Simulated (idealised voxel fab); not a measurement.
This section sets out a process module, namely voxel double patterning.
cross-section cut | 230 nm wide | cells 5 nm
Cross-section spec: square-cell grid; bands listed top down; each band is one or more rows.
What a band's entry tells you: where the top is and where the bottom is, as heights in nm, and after that what lies inside, material by material from left to right, each with its width in nm. Empty space is written as the word "air", and a single material marked with the word "full width" occupies the band from edge to edge.
Ref level 0: as-received wafer is one material below here. Bottom band extends down with no lower bound ("z 0 and below").
A width given as "30 to 40" starts at the first number in the band's top row and ends at the second number in its bottom row, shifting by an equal amount at every step from row to row.
"no modification" (step): cross-section cells unchanged, all of them.
The list in "Enclosed voids" covers empty spaces of 8 cells or more that cannot reach the top through any open way, and it gives each as width x height at distance; the distance is from the left edge, and width, height and distance are in nm.
It should be noted that, on the line of a given step, the content following the step's settings is a remark produced by the simulator itself with respect to that step.
The "overlay nm" setting may appear on a step's line; for a step that uses a mask, it gives how far to the right of its planned position the mask lay, and a negative value indicates the left.

Planned process steps
1: RECEIVE (material Si)
2: CONFORMAL_DEP (material SiO2; thk nm 5)
3: DIRECTIONAL_DEP (material TiN; thk nm 10)
4: DIRECTIONAL_DEP (material SiCN; thk nm 5)
5: DIRECTIONAL_DEP (material aC; thk nm 15)
6: PATTERN (tone open; mask id FIRST; material resist; width nm 15; pitch nm 50; thk nm 30; overlay nm 0)
7: DIRECTIONAL_ETCH (etch materials aC; depth nm 15)
8: STRIP (etch materials resist)
9: DIRECTIONAL_ETCH (etch materials SiCN; depth nm 5)
10: STRIP (etch materials aC)
11: MASKED_ETCH (tone open; mask id SECOND; width nm 15; etch materials SiCN; depth nm 5; overlay nm 0)
12: DIRECTIONAL_ETCH (etch materials TiN; depth nm 10)
13: STRIP (etch materials SiCN)
Heads up: all these wafers start the same, and what changes between them is the width nm in step 6. The value you see in the plan is just what the first wafer got.

After step 1, as received: first of several wafers, cross-section
> z 0 and below: Si full width
> Enclosed voids: none

Basically each wafer gets a line in the table, showing it at the end of the module: material by material, the cells it gained (+) or lost (-) since we got it, then its closed voids
width nm 15 | +46 SiO2 | +74 TiN | Enclosed voids: none
width nm 20 | +46 SiO2 | +70 TiN | Enclosed voids: none
width nm 25 | +46 SiO2 | +66 TiN | Enclosed voids: none
width nm 30 | +46 SiO2 | +62 TiN | Enclosed voids: none
